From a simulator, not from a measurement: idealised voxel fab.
The name of this process module is voxel capacitor over wiring.
FYI the section here is cut, 250 nm wide, cells are 5 nm squares.
We lay out every cross-section as a grid of square cells and spell it out in bands from the top down, where one band means one or more rows of cells. The band entry comprises the height of the band's top followed by the height of its bottom, expressed in nm, and subsequently the band's materials from left to right, each stated together with its width in nm. Where a single material is marked with the word "all across", that material fills the band from edge to edge. The word "empty" represents empty space. Below 0: as-received wafer, all one material; heights counted from there. Lowest band: no bottom, goes on down, written "0 nm and below". Per-row width for "30->40": begins at first number (top row of band), ends at second number (bottom row), increment between rows held constant. Where the words "remains unaltered" appear for a step, the cross-section shows no cell changed by that step; every cell remained as before. "Completely sealed voids" enumerates empty spaces isolated from the top, with no open way to it, that contain at least 8 cells, giving each as width x height at distance from the left edge, all three in nm. Whatever follows a step's settings on its line is a remark the simulator itself makes about that step. A step line may carry the setting "overlay nm", which, for steps involving a mask, states the distance by which the mask lay to the right of its intended position; negative values denote displacement to the left. Each pair of cross-sections that follows straddles one process step: the one shows the state before the step, the other the state after it, down to the lowest band that changed and no further. The step in question, and its settings, are given under the pair. Note that a pair is not necessarily a continuation of the pair above it, since pairs can come from different runs of this module on the same starting wafer; it is a continuation only where its entry headed "Pre-step snapshot" says so.
Pre-step snapshot
	0 nm and below: Si all across
	Completely sealed voids: none
Post-Process View
	10 nm to 0 nm: SiO2 all across
	Below 0, no change.
	Completely sealed voids: none
Formally, the process step situated between the two cross-sections above is CONFORMAL_DEP: material SiO2, thk nm 10
Pre-step snapshot: the state before this step is the cross-section shown after the step in the pair just above.
Post-Process View
	15 nm to 10 nm: SiN all across
	Below 10, no change.
	Completely sealed voids: none
Formally, the process step situated between the two cross-sections above is CONFORMAL_DEP: material SiN, thk nm 5
Pre-step snapshot: the state before this step is the cross-section shown after the step in the pair just above.
Post-Process View
	35 nm to 15 nm: lowk all across
	Below 15, no change.
	Completely sealed voids: none
Formally, the process step situated between the two cross-sections above is DIRECTIONAL_DEP: material lowk, thk nm 20
Pre-step snapshot: the state before this step is the cross-section shown after the step in the pair just above.
Post-Process View
	50 nm to 35 nm: resist: 70 / empty: 20 / resist: 70 / empty: 20 / resist: 70
	Below 35, no change.
	Completely sealed voids: none
Formally, the process step situated between the two cross-sections above is PATTERN: tone open, mask id METAL_1, material resist, width nm 20, pitch nm 90, thk nm 15, overlay nm 0
Pre-step snapshot: the state before this step is the cross-section shown after the step in the pair just above.
Post-Process View
	50 nm to 35 nm: resist: 70 / empty: 20 / resist: 70 / empty: 20 / resist: 70
	35 nm to 15 nm: lowk: 70 / empty: 20 / lowk: 70 / empty: 20 / lowk: 70
	Below 15, no change.
	Completely sealed voids: none
Formally, the process step situated between the two cross-sections above is DIRECTIONAL_ETCH: etch materials lowk, depth nm 20
Pre-step snapshot: the state before this step is the cross-section shown after the step in the pair just above.
Post-Process View
	50 nm to 35 nm: resist: 70 / empty: 20 / resist: 70 / empty: 20 / resist: 70
	35 nm to 15 nm: lowk: 70 / empty: 20 / lowk: 70 / empty: 20 / lowk: 70
	15 nm to 10 nm: SiN: 70 / empty: 20 / SiN: 70 / empty: 20 / SiN: 70
	Below 10, no change.
	Completely sealed voids: none
Formally, the process step situated between the two cross-sections above is DIRECTIONAL_ETCH: etch materials SiN, depth nm 5
Pre-step snapshot: the state before this step is the cross-section shown after the step in the pair just above.
Post-Process View
	35 nm to 15 nm: lowk: 70 / empty: 20 / lowk: 70 / empty: 20 / lowk: 70
	Below 15, no change.
	Completely sealed voids: none
Formally, the process step situated between the two cross-sections above is STRIP: etch materials resist
Pre-step snapshot: the state before this step is the cross-section shown after the step in the pair just above.
Post-Process View
	40 nm to 35 nm: TiN: 75 / empty: 10 / TiN: 80 / empty: 10 / TiN: 75
	35 nm to 15 nm: lowk: 70 / TiN: 5 / empty: 10 / TiN: 5 / lowk: 70 / TiN: 5 / empty: 10 / TiN: 5 / lowk: 70
	15 nm to 10 nm: SiN: 70 / TiN: 20 / SiN: 70 / TiN: 20 / SiN: 70
	Below 10, no change.
	Completely sealed voids: none
Formally, the process step situated between the two cross-sections above is CONFORMAL_DEP: material TiN, thk nm 5
Pre-step snapshot: the state before this step is the cross-section shown after the step in the pair just above.
Post-Process View
	50 nm to 40 nm: Ru all across
	40 nm to 35 nm: TiN: 75 / Ru: 10 / TiN: 80 / Ru: 10 / TiN: 75
	35 nm to 15 nm: lowk: 70 / TiN: 5 / Ru: 10 / TiN: 5 / lowk: 70 / TiN: 5 / Ru: 10 / TiN: 5 / lowk: 70
	Below 15, no change.
	Completely sealed voids: none
Formally, the process step situated between the two cross-sections above is FILL_DEP: material Ru, thk nm 10
Pre-step snapshot: the state before this step is the cross-section shown after the step in the pair just above.
Post-Process View
	35 nm to 15 nm: lowk: 70 / TiN: 5 / Ru: 10 / TiN: 5 / lowk: 70 / TiN: 5 / Ru: 10 / TiN: 5 / lowk: 70
	Below 15, no change.
	Completely sealed voids: none
Formally, the process step situated between the two cross-sections above is CMP: height nm 35
Pre-step snapshot: the state before this step is the cross-section shown after the step in the pair just above.
Post-Process View
	40 nm to 35 nm: empty: 65 / Ru: 30 / empty: 60 / Ru: 30 / empty: 65
	Below 35, no change.
	Completely sealed voids: none
Formally, the process step situated between the two cross-sections above is EPI: material Ru, thk nm 5
Pre-step snapshot: the state before this step is the cross-section shown after the step in the pair just above.
Post-Process View
	45 nm to 40 nm: SiCN all across
	40 nm to 35 nm: SiCN: 65 / Ru: 30 / SiCN: 60 / Ru: 30 / SiCN: 65
	Below 35, no change.
	Completely sealed voids: none
Formally, the process step situated between the two cross-sections above is FILL_DEP: material SiCN, thk nm 5
Pre-step snapshot: the state before this step is the cross-section shown after the step in the pair just above.
Post-Process View
	60 nm to 45 nm: SiO2 all across
	Below 45, no change.
	Completely sealed voids: none
Formally, the process step situated between the two cross-sections above is DIRECTIONAL_DEP: material SiO2, thk nm 15
Pre-step snapshot: the state before this step is the cross-section shown after the step in the pair just above.
Post-Process View
	75 nm to 60 nm: resist: 75 / empty: 15 / resist: 160
	Below 60, no change.
	Completely sealed voids: none
Formally, the process step situated between the two cross-sections above is PATTERN: tone open, mask id PLUG_1, material resist, width nm 15, thk nm 15, overlay nm 0
Pre-step snapshot: the state before this step is the cross-section shown after the step in the pair just above.
Post-Process View
	75 nm to 60 nm: resist: 75 / empty: 15 / resist: 160
	60 nm to 45 nm: SiO2: 75 / empty: 15 / SiO2: 160
	Below 45, no change.
	Completely sealed voids: none
Formally, the process step situated between the two cross-sections above is DIRECTIONAL_ETCH: etch materials SiO2, depth nm 15
Pre-step snapshot: the state before this step is the cross-section shown after the step in the pair just above.
Post-Process View
	75 nm to 60 nm: resist: 75 / empty: 15 / resist: 160
	60 nm to 45 nm: SiO2: 75 / empty: 15 / SiO2: 160
	45 nm to 40 nm: SiCN: 75 / empty: 15 / SiCN: 160
	Below 40, no change.
	Completely sealed voids: none
Formally, the process step situated between the two cross-sections above is DIRECTIONAL_ETCH: etch materials SiCN, depth nm 5
Pre-step snapshot: the state before this step is the cross-section shown after the step in the pair just above.
Post-Process View
	60 nm to 45 nm: SiO2: 75 / empty: 15 / SiO2: 160
	Below 45, no change.
	Completely sealed voids: none
Formally, the process step situated between the two cross-sections above is STRIP: etch materials resist
Pre-step snapshot: the state before this step is the cross-section shown after the step in the pair just above.
Post-Process View
	60 nm to 50 nm: SiO2: 75 / empty: 15 / SiO2: 160
	50 nm to 45 nm: SiO2: 75 / Ru: 15 / SiO2: 160
	45 nm to 40 nm: SiCN: 75 / Ru: 15 / SiCN: 160
	Below 40, no change.
	Completely sealed voids: none
Formally, the process step situated between the two cross-sections above is EPI: material Ru, thk nm 10
Pre-step snapshot: the state before this step is the cross-section shown after the step in the pair just above.
Post-Process View
	60 nm to 45 nm: SiO2: 75 / Ru: 15 / SiO2: 160
	Below 45, no change.
	Completely sealed voids: none
Formally, the process step situated between the two cross-sections above is EPI: material Ru, thk nm 10
Pre-step snapshot: the state before this step is the cross-section shown after the step in the pair just above.
Post-Process View
	70 nm to 60 nm: TiN all across
	Below 60, no change.
	Completely sealed voids: none
Formally, the process step situated between the two cross-sections above is DIRECTIONAL_DEP: material TiN, thk nm 10
Pre-step snapshot: the state before this step is the cross-section shown after the step in the pair just above.
Post-Process View
	75 nm to 70 nm: SiN all across
	Below 70, no change.
	Completely sealed voids: none
Formally, the process step situated between the two cross-sections above is DIRECTIONAL_DEP: material SiN, thk nm 5
Pre-step snapshot: the state before this step is the cross-section shown after the step in the pair just above.
Post-Process View
	85 nm to 75 nm: TiN all across
	Below 75, no change.
	Completely sealed voids: none
Formally, the process step situated between the two cross-sections above is DIRECTIONAL_DEP: material TiN, thk nm 10
Pre-step snapshot: the state before this step is the cross-section shown after the step in the pair just above.
Post-Process View
	105 nm to 85 nm: empty: 75 / resist: 75 / empty: 100
	Below 85, no change.
	Completely sealed voids: none
Formally, the process step situated between the two cross-sections above is PATTERN: tone cover, mask id UPPER_PLATE, material resist, width nm 75, thk nm 20, overlay nm 0
Pre-step snapshot: the state before this step is the cross-section shown after the step in the pair just above.
Post-Process View
	105 nm to 85 nm: empty: 75 / resist: 75 / empty: 100
	85 nm to 75 nm: empty: 75 / TiN: 75 / empty: 100
	Below 75, no change.
	Completely sealed voids: none
Formally, the process step situated between the two cross-sections above is DIRECTIONAL_ETCH: etch materials TiN, depth nm 10
Pre-step snapshot: the state before this step is the cross-section shown after the step in the pair just above.
Post-Process View
	105 nm to 85 nm: empty: 75 / resist: 75 / empty: 100
	85 nm to 75 nm: empty: 75 / TiN: 75 / empty: 100
	75 nm to 70 nm: empty: 75 / SiN: 75 / empty: 100
	Below 70, no change.
	Completely sealed voids: none
Formally, the process step situated between the two cross-sections above is DIRECTIONAL_ETCH: etch materials SiN, depth nm 5
Pre-step snapshot: the state before this step is the cross-section shown after the step in the pair just above.
Post-Process View
	85 nm to 75 nm: empty: 75 / TiN: 75 / empty: 100
	Below 75, no change.
	Completely sealed voids: none
Formally, the process step situated between the two cross-sections above is STRIP: etch materials resist
Pre-step snapshot: the state before this step is the cross-section shown after the step in the pair just above.
Post-Process View
	100 nm to 85 nm: empty: 70 / resist: 85 / empty: 95
	85 nm to 75 nm: empty: 70 / resist: 5 / TiN: 75 / resist: 5 / empty: 95
	75 nm to 70 nm: empty: 70 / resist: 5 / SiN: 75 / resist: 5 / empty: 95
	Below 70, no change.
	Completely sealed voids: none
Formally, the process step situated between the two cross-sections above is PATTERN: tone cover, mask id LOWER_PLATE, material resist, width nm 85, thk nm 15, overlay nm 0
Pre-step snapshot: the state before this step is the cross-section shown after the step in the pair just above.
Post-Process View
	100 nm to 85 nm: empty: 70 / resist: 85 / empty: 95
	85 nm to 75 nm: empty: 70 / resist: 5 / TiN: 75 / resist: 5 / empty: 95
	75 nm to 70 nm: empty: 70 / resist: 5 / SiN: 75 / resist: 5 / empty: 95
	70 nm to 60 nm: empty: 70 / TiN: 85 / empty: 95
	Below 60, no change.
	Completely sealed voids: none
Formally, the process step situated between the two cross-sections above is DIRECTIONAL_ETCH: etch materials TiN, depth nm 10
Pre-step snapshot: the state before this step is the cross-section shown after the step in the pair just above.
Post-Process View
	85 nm to 75 nm: empty: 75 / TiN: 75 / empty: 100
	75 nm to 70 nm: empty: 75 / SiN: 75 / empty: 100
	Below 70, no change.
	Completely sealed voids: none
Formally, the process step situated between the two cross-sections above is STRIP: etch materials resist
Pre-step snapshot: the state before this step is the cross-section shown after the step in the pair just above.
Post-Process View
	100 nm to 85 nm: SiO2 all across
	85 nm to 75 nm: SiO2: 75 / TiN: 75 / SiO2: 100
	75 nm to 70 nm: SiO2: 75 / SiN: 75 / SiO2: 100
	70 nm to 60 nm: SiO2: 70 / TiN: 85 / SiO2: 95
	Below 60, no change.
	Completely sealed voids: none
Formally, the process step situated between the two cross-sections above is FILL_DEP: material SiO2, thk nm 15
Pre-step snapshot: the state before this step is the cross-section shown after the step in the pair just above.
Post-Process View
	95 nm to 85 nm: SiO2 all across
	Below 85, no change.
	Completely sealed voids: none
Formally, the process step situated between the two cross-sections above is CMP: height nm 95
Pre-step snapshot: the state before this step is the cross-section shown after the step in the pair just above.
Post-Process View
	110 nm to 95 nm: resist: 85 / empty: 15 / resist: 150
	Below 95, no change.
	Completely sealed voids: none
Formally, the process step situated between the two cross-sections above is PATTERN: tone open, mask id PLUG_2, material resist, width nm 15, thk nm 15, overlay nm 0
Pre-step snapshot: the state before this step is the cross-section shown after the step in the pair just above.
Post-Process View
	110 nm to 95 nm: resist: 85 / empty: 15 / resist: 150
	95 nm to 85 nm: SiO2: 85 / empty: 15 / SiO2: 150
	Below 85, no change.
	Completely sealed voids: none
Formally, the process step situated between the two cross-sections above is DIRECTIONAL_ETCH: etch materials SiO2, depth nm 10
Pre-step snapshot: the state before this step is the cross-section shown after the step in the pair just above.
Post-Process View
	95 nm to 85 nm: SiO2: 85 / empty: 15 / SiO2: 150
	Below 85, no change.
	Completely sealed voids: none
Formally, the process step situated between the two cross-sections above is STRIP: etch materials resist
Pre-step snapshot: the state before this step is the cross-section shown after the step in the pair just above.
Post-Process View
	100 nm to 95 nm: TiN: 90 / empty: 5 / TiN: 155
	95 nm to 90 nm: SiO2: 85 / TiN: 5 / empty: 5 / TiN: 5 / SiO2: 150
	90 nm to 85 nm: SiO2: 85 / TiN: 15 / SiO2: 150
	Below 85, no change.
	Completely sealed voids: none
Formally, the process step situated between the two cross-sections above is CONFORMAL_DEP: material TiN, thk nm 5
Pre-step snapshot: the state before this step is the cross-section shown after the step in the pair just above.
Post-Process View
	105 nm to 100 nm: Ru all across
	100 nm to 95 nm: TiN: 90 / Ru: 5 / TiN: 155
	95 nm to 90 nm: SiO2: 85 / TiN: 5 / Ru: 5 / TiN: 5 / SiO2: 150
	Below 90, no change.
	Completely sealed voids: none
Formally, the process step situated between the two cross-sections above is FILL_DEP: material Ru, thk nm 5
Pre-step snapshot: the state before this step is the cross-section shown after the step in the pair just above.
Post-Process View
	95 nm to 90 nm: SiO2: 85 / TiN: 5 / Ru: 5 / TiN: 5 / SiO2: 150
	Below 90, no change.
	Completely sealed voids: none
Formally, the process step situated between the two cross-sections above is CMP: height nm 95
Pre-step snapshot: the state before this step is the cross-section shown after the step in the pair just above.
Post-Process View
	100 nm to 95 nm: SiN all across
	Below 95, no change.
	Completely sealed voids: none
Formally, the process step situated between the two cross-sections above is CONFORMAL_DEP: material SiN, thk nm 5
Pre-step snapshot
	0 nm and below: Si all across
	Completely sealed voids: none
Post-Process View
	5 nm to 0 nm: SiN all across
	Below 0, no change.
	Completely sealed voids: none
Formally, the process step situated between the two cross-sections above is CONFORMAL_DEP: material SiN, thk nm 5
Pre-step snapshot: the state before this step is the cross-section shown after the step in the pair just above.
Post-Process View
	25 nm to 5 nm: lowk all across
	Below 5, no change.
	Completely sealed voids: none
Formally, the process step situated between the two cross-sections above is DIRECTIONAL_DEP: material lowk, thk nm 20
Pre-step snapshot: the state before this step is the cross-section shown after the step in the pair just above.
Post-Process View
	40 nm to 25 nm: resist: 70 / empty: 20 / resist: 70 / empty: 20 / resist: 70
	Below 25, no change.
	Completely sealed voids: none
Formally, the process step situated between the two cross-sections above is PATTERN: tone open, mask id METAL_1, material resist, width nm 20, pitch nm 90, thk nm 15, overlay nm 0
Pre-step snapshot: the state before this step is the cross-section shown after the step in the pair just above.
Post-Process View
	40 nm to 25 nm: resist: 70 / empty: 20 / resist: 70 / empty: 20 / resist: 70
	25 nm to 5 nm: lowk: 70 / empty: 20 / lowk: 70 / empty: 20 / lowk: 70
	Below 5, no change.
	Completely sealed voids: none
Formally, the process step situated between the two cross-sections above is DIRECTIONAL_ETCH: etch materials lowk, depth nm 20
Pre-step snapshot: the state before this step is the cross-section shown after the step in the pair just above.
Post-Process View
	40 nm to 25 nm: resist: 70 / empty: 20 / resist: 70 / empty: 20 / resist: 70
	25 nm to 5 nm: lowk: 70 / empty: 20 / lowk: 70 / empty: 20 / lowk: 70
	5 nm to 0 nm: SiN: 70 / empty: 20 / SiN: 70 / empty: 20 / SiN: 70
	Below 0, no change.
	Completely sealed voids: none
Formally, the process step situated between the two cross-sections above is DIRECTIONAL_ETCH: etch materials SiN, depth nm 5
Pre-step snapshot: the state before this step is the cross-section shown after the step in the pair just above.
Post-Process View
	25 nm to 5 nm: lowk: 70 / empty: 20 / lowk: 70 / empty: 20 / lowk: 70
	Below 5, no change.
	Completely sealed voids: none
Formally, the process step situated between the two cross-sections above is STRIP: etch materials resist
Pre-step snapshot: the state before this step is the cross-section shown after the step in the pair just above.
Post-Process View
	30 nm to 25 nm: TiN: 75 / empty: 10 / TiN: 80 / empty: 10 / TiN: 75
	25 nm to 5 nm: lowk: 70 / TiN: 5 / empty: 10 / TiN: 5 / lowk: 70 / TiN: 5 / empty: 10 / TiN: 5 / lowk: 70
	5 nm to 0 nm: SiN: 70 / TiN: 20 / SiN: 70 / TiN: 20 / SiN: 70
	Below 0, no change.
	Completely sealed voids: none
Formally, the process step situated between the two cross-sections above is CONFORMAL_DEP: material TiN, thk nm 5
Pre-step snapshot: the state before this step is the cross-section shown after the step in the pair just above.
Post-Process View
	40 nm to 30 nm: Ru all across
	30 nm to 25 nm: TiN: 75 / Ru: 10 / TiN: 80 / Ru: 10 / TiN: 75
	25 nm to 5 nm: lowk: 70 / TiN: 5 / Ru: 10 / TiN: 5 / lowk: 70 / TiN: 5 / Ru: 10 / TiN: 5 / lowk: 70
	Below 5, no change.
	Completely sealed voids: none
Formally, the process step situated between the two cross-sections above is FILL_DEP: material Ru, thk nm 10
Pre-step snapshot: the state before this step is the cross-section shown after the step in the pair just above.
Post-Process View
	35 nm to 30 nm: Ru all across
	Below 30, no change.
	Completely sealed voids: none
Formally, the process step situated between the two cross-sections above is CMP: height nm 35
Pre-step snapshot: the state before this step is the cross-section shown after the step in the pair just above.
Post-Process View
	40 nm to 30 nm: Ru all across
	Below 30, no change.
	Completely sealed voids: none
Formally, the process step situated between the two cross-sections above is EPI: material Ru, thk nm 5
Pre-step snapshot: the state before this step is the cross-section shown after the step in the pair just above.
Post-Process View
	45 nm to 40 nm: SiCN all across
	Below 40, no change.
	Completely sealed voids: none
Formally, the process step situated between the two cross-sections above is FILL_DEP: material SiCN, thk nm 5
Pre-step snapshot: the state before this step is the cross-section shown after the step in the pair just above.
Post-Process View
	60 nm to 45 nm: SiO2 all across
	Below 45, no change.
	Completely sealed voids: none
Formally, the process step situated between the two cross-sections above is DIRECTIONAL_DEP: material SiO2, thk nm 15
Pre-step snapshot: the state before this step is the cross-section shown after the step in the pair just above.
Post-Process View
	75 nm to 60 nm: resist: 75 / empty: 15 / resist: 160
	Below 60, no change.
	Completely sealed voids: none
Formally, the process step situated between the two cross-sections above is PATTERN: tone open, mask id PLUG_1, material resist, width nm 15, thk nm 15, overlay nm 0
Pre-step snapshot: the state before this step is the cross-section shown after the step in the pair just above.
Post-Process View
	75 nm to 60 nm: resist: 75 / empty: 15 / resist: 160
	60 nm to 45 nm: SiO2: 75 / empty: 15 / SiO2: 160
	Below 45, no change.
	Completely sealed voids: none
Formally, the process step situated between the two cross-sections above is DIRECTIONAL_ETCH: etch materials SiO2, depth nm 15
Pre-step snapshot: the state before this step is the cross-section shown after the step in the pair just above.
Post-Process View
	75 nm to 60 nm: resist: 75 / empty: 15 / resist: 160
	60 nm to 45 nm: SiO2: 75 / empty: 15 / SiO2: 160
	45 nm to 40 nm: SiCN: 75 / empty: 15 / SiCN: 160
	Below 40, no change.
	Completely sealed voids: none
Formally, the process step situated between the two cross-sections above is DIRECTIONAL_ETCH: etch materials SiCN, depth nm 5
Pre-step snapshot: the state before this step is the cross-section shown after the step in the pair just above.
Post-Process View
	60 nm to 45 nm: SiO2: 75 / empty: 15 / SiO2: 160
	Below 45, no change.
	Completely sealed voids: none
Formally, the process step situated between the two cross-sections above is STRIP: etch materials resist
Pre-step snapshot: the state before this step is the cross-section shown after the step in the pair just above.
Post-Process View
	60 nm to 50 nm: SiO2: 75 / empty: 15 / SiO2: 160
	50 nm to 45 nm: SiO2: 75 / Ru: 15 / SiO2: 160
	45 nm to 40 nm: SiCN: 75 / Ru: 15 / SiCN: 160
	Below 40, no change.
	Completely sealed voids: none
Formally, the process step situated between the two cross-sections above is EPI: material Ru, thk nm 10
Pre-step snapshot: the state before this step is the cross-section shown after the step in the pair just above.
Post-Process View
	60 nm to 45 nm: SiO2: 75 / Ru: 15 / SiO2: 160
	Below 45, no change.
	Completely sealed voids: none
Formally, the process step situated between the two cross-sections above is EPI: material Ru, thk nm 10
Pre-step snapshot: the state before this step is the cross-section shown after the step in the pair just above.
Post-Process View
	70 nm to 60 nm: TiN all across
	Below 60, no change.
	Completely sealed voids: none
Formally, the process step situated between the two cross-sections above is DIRECTIONAL_DEP: material TiN, thk nm 10
Pre-step snapshot: the state before this step is the cross-section shown after the step in the pair just above.
Post-Process View
	75 nm to 70 nm: SiN all across
	Below 70, no change.
	Completely sealed voids: none
Formally, the process step situated between the two cross-sections above is DIRECTIONAL_DEP: material SiN, thk nm 5
Pre-step snapshot: the state before this step is the cross-section shown after the step in the pair just above.
Post-Process View
	85 nm to 75 nm: TiN all across
	Below 75, no change.
	Completely sealed voids: none
Formally, the process step situated between the two cross-sections above is DIRECTIONAL_DEP: material TiN, thk nm 10
Pre-step snapshot: the state before this step is the cross-section shown after the step in the pair just above.
Post-Process View
	105 nm to 85 nm: empty: 75 / resist: 75 / empty: 100
	Below 85, no change.
	Completely sealed voids: none
Formally, the process step situated between the two cross-sections above is PATTERN: tone cover, mask id UPPER_PLATE, material resist, width nm 75, thk nm 20, overlay nm 0
Pre-step snapshot: the state before this step is the cross-section shown after the step in the pair just above.
Post-Process View
	105 nm to 85 nm: empty: 75 / resist: 75 / empty: 100
	85 nm to 75 nm: empty: 75 / TiN: 75 / empty: 100
	Below 75, no change.
	Completely sealed voids: none
Formally, the process step situated between the two cross-sections above is DIRECTIONAL_ETCH: etch materials TiN, depth nm 10
Pre-step snapshot: the state before this step is the cross-section shown after the step in the pair just above.
Post-Process View
	105 nm to 85 nm: empty: 75 / resist: 75 / empty: 100
	85 nm to 75 nm: empty: 75 / TiN: 75 / empty: 100
	75 nm to 70 nm: empty: 75 / SiN: 75 / empty: 100
	Below 70, no change.
	Completely sealed voids: none
Formally, the process step situated between the two cross-sections above is DIRECTIONAL_ETCH: etch materials SiN, depth nm 5
Pre-step snapshot: the state before this step is the cross-section shown after the step in the pair just above.
Post-Process View
	85 nm to 75 nm: empty: 75 / TiN: 75 / empty: 100
	Below 75, no change.
	Completely sealed voids: none
Formally, the process step situated between the two cross-sections above is STRIP: etch materials resist
Pre-step snapshot: the state before this step is the cross-section shown after the step in the pair just above.
Post-Process View
	100 nm to 85 nm: empty: 70 / resist: 85 / empty: 95
	85 nm to 75 nm: empty: 70 / resist: 5 / TiN: 75 / resist: 5 / empty: 95
	75 nm to 70 nm: empty: 70 / resist: 5 / SiN: 75 / resist: 5 / empty: 95
	Below 70, no change.
	Completely sealed voids: none
Formally, the process step situated between the two cross-sections above is PATTERN: tone cover, mask id LOWER_PLATE, material resist, width nm 85, thk nm 15, overlay nm 0
Pre-step snapshot: the state before this step is the cross-section shown after the step in the pair just above.
Post-Process View
	100 nm to 85 nm: empty: 70 / resist: 85 / empty: 95
	85 nm to 75 nm: empty: 70 / resist: 5 / TiN: 75 / resist: 5 / empty: 95
	75 nm to 70 nm: empty: 70 / resist: 5 / SiN: 75 / resist: 5 / empty: 95
	70 nm to 60 nm: empty: 70 / TiN: 85 / empty: 95
	Below 60, no change.
	Completely sealed voids: none
Formally, the process step situated between the two cross-sections above is DIRECTIONAL_ETCH: etch materials TiN, depth nm 10
Pre-step snapshot: the state before this step is the cross-section shown after the step in the pair just above.
Post-Process View
	85 nm to 75 nm: empty: 75 / TiN: 75 / empty: 100
	75 nm to 70 nm: empty: 75 / SiN: 75 / empty: 100
	Below 70, no change.
	Completely sealed voids: none
Formally, the process step situated between the two cross-sections above is STRIP: etch materials resist
Pre-step snapshot: the state before this step is the cross-section shown after the step in the pair just above.
Post-Process View
	100 nm to 85 nm: SiO2 all across
	85 nm to 75 nm: SiO2: 75 / TiN: 75 / SiO2: 100
	75 nm to 70 nm: SiO2: 75 / SiN: 75 / SiO2: 100
	70 nm to 60 nm: SiO2: 70 / TiN: 85 / SiO2: 95
	Below 60, no change.
	Completely sealed voids: none
Formally, the process step situated between the two cross-sections above is FILL_DEP: material SiO2, thk nm 15
Pre-step snapshot: the state before this step is the cross-section shown after the step in the pair just above.
Post-Process View
	95 nm to 85 nm: SiO2 all across
	Below 85, no change.
	Completely sealed voids: none
Formally, the process step situated between the two cross-sections above is CMP: height nm 95
Pre-step snapshot: the state before this step is the cross-section shown after the step in the pair just above.
Post-Process View
	110 nm to 95 nm: resist: 85 / empty: 15 / resist: 150
	Below 95, no change.
	Completely sealed voids: none
Formally, the process step situated between the two cross-sections above is PATTERN: tone open, mask id PLUG_2, material resist, width nm 15, thk nm 15, overlay nm 0
Pre-step snapshot: the state before this step is the cross-section shown after the step in the pair just above.
Post-Process View
	110 nm to 95 nm: resist: 85 / empty: 15 / resist: 150
	95 nm to 85 nm: SiO2: 85 / empty: 15 / SiO2: 150
	Below 85, no change.
	Completely sealed voids: none
Formally, the process step situated between the two cross-sections above is DIRECTIONAL_ETCH: etch materials SiO2, depth nm 10
Pre-step snapshot: the state before this step is the cross-section shown after the step in the pair just above.
Post-Process View
	95 nm to 85 nm: SiO2: 85 / empty: 15 / SiO2: 150
	Below 85, no change.
	Completely sealed voids: none
Formally, the process step situated between the two cross-sections above is STRIP: etch materials resist
Pre-step snapshot: the state before this step is the cross-section shown after the step in the pair just above.
Post-Process View
	100 nm to 95 nm: TiN: 90 / empty: 5 / TiN: 155
	95 nm to 90 nm: SiO2: 85 / TiN: 5 / empty: 5 / TiN: 5 / SiO2: 150
	90 nm to 85 nm: SiO2: 85 / TiN: 15 / SiO2: 150
	Below 85, no change.
	Completely sealed voids: none
Formally, the process step situated between the two cross-sections above is CONFORMAL_DEP: material TiN, thk nm 5
Pre-step snapshot: the state before this step is the cross-section shown after the step in the pair just above.
Post-Process View
	105 nm to 100 nm: Ru all across
	100 nm to 95 nm: TiN: 90 / Ru: 5 / TiN: 155
	95 nm to 90 nm: SiO2: 85 / TiN: 5 / Ru: 5 / TiN: 5 / SiO2: 150
	Below 90, no change.
	Completely sealed voids: none
Formally, the process step situated between the two cross-sections above is FILL_DEP: material Ru, thk nm 5
Pre-step snapshot: the state before this step is the cross-section shown after the step in the pair just above.
Post-Process View
	95 nm to 90 nm: SiO2: 85 / TiN: 5 / Ru: 5 / TiN: 5 / SiO2: 150
	Below 90, no change.
	Completely sealed voids: none
Formally, the process step situated between the two cross-sections above is CMP: height nm 95
Pre-step snapshot: the state before this step is the cross-section shown after the step in the pair just above.
Post-Process View
	100 nm to 95 nm: SiN all across
	Below 95, no change.
	Completely sealed voids: none
Formally, the process step situated between the two cross-sections above is CONFORMAL_DEP: material SiN, thk nm 5
Pre-step snapshot
	60 nm to 45 nm: SiO2: 75 / Ru: 15 / SiO2: 160
	45 nm to 40 nm: SiCN: 75 / Ru: 15 / SiCN: 160
	40 nm to 35 nm: SiCN: 65 / Ru: 30 / SiCN: 60 / Ru: 30 / SiCN: 65
	35 nm to 15 nm: lowk: 70 / TiN: 5 / Ru: 10 / TiN: 5 / lowk: 70 / TiN: 5 / Ru: 10 / TiN: 5 / lowk: 70
	15 nm to 10 nm: SiN: 70 / TiN: 20 / SiN: 70 / TiN: 20 / SiN: 70
	10 nm to 0 nm: SiO2 all across
	0 nm and below: Si all across
	Completely sealed voids: none
Post-Process View
	70 nm to 60 nm: empty: 65 / Ru: 35 / empty: 150
	Below 60, no change.
	Completely sealed voids: none
Formally, the process step situated between the two cross-sections above is EPI: material Ru, thk nm 10
Pre-step snapshot: the state before this step is the cross-section shown after the step in the pair just above.
Post-Process View
	80 nm to 70 nm: empty: 65 / TiN: 35 / empty: 150
	70 nm to 60 nm: TiN: 65 / Ru: 35 / TiN: 150
	Below 60, no change.
	Completely sealed voids: none
Formally, the process step situated between the two cross-sections above is DIRECTIONAL_DEP: material TiN, thk nm 10
Pre-step snapshot: the state before this step is the cross-section shown after the step in the pair just above.
Post-Process View
	85 nm to 80 nm: empty: 65 / SiN: 35 / empty: 150
	80 nm to 75 nm: empty: 65 / TiN: 35 / empty: 150
	75 nm to 70 nm: SiN: 65 / TiN: 35 / SiN: 150
	Below 70, no change.
	Completely sealed voids: none
Formally, the process step situated between the two cross-sections above is DIRECTIONAL_DEP: material SiN, thk nm 5
Pre-step snapshot: the state before this step is the cross-section shown after the step in the pair just above.
Post-Process View
	95 nm to 85 nm: empty: 65 / TiN: 35 / empty: 150
	85 nm to 80 nm: TiN: 65 / SiN: 35 / TiN: 150
	80 nm to 75 nm: TiN all across
	Below 75, no change.
	Completely sealed voids: none
Formally, the process step situated between the two cross-sections above is DIRECTIONAL_DEP: material TiN, thk nm 10
Pre-step snapshot: the state before this step is the cross-section shown after the step in the pair just above.
Post-Process View
	115 nm to 95 nm: empty: 75 / resist: 75 / empty: 100
	95 nm to 85 nm: empty: 65 / TiN: 35 / resist: 50 / empty: 100
	Below 85, no change.
	Completely sealed voids: none
Formally, the process step situated between the two cross-sections above is PATTERN: tone cover, mask id UPPER_PLATE, material resist, width nm 75, thk nm 20, overlay nm 0
Pre-step snapshot: the state before this step is the cross-section shown after the step in the pair just above.
Post-Process View
	115 nm to 95 nm: empty: 75 / resist: 75 / empty: 100
	95 nm to 85 nm: empty: 75 / TiN: 25 / resist: 50 / empty: 100
	85 nm to 80 nm: empty: 65 / SiN: 35 / TiN: 50 / empty: 100
	80 nm to 75 nm: empty: 65 / TiN: 85 / empty: 100
	Below 75, no change.
	Completely sealed voids: none
Formally, the process step situated between the two cross-sections above is DIRECTIONAL_ETCH: etch materials TiN, depth nm 10
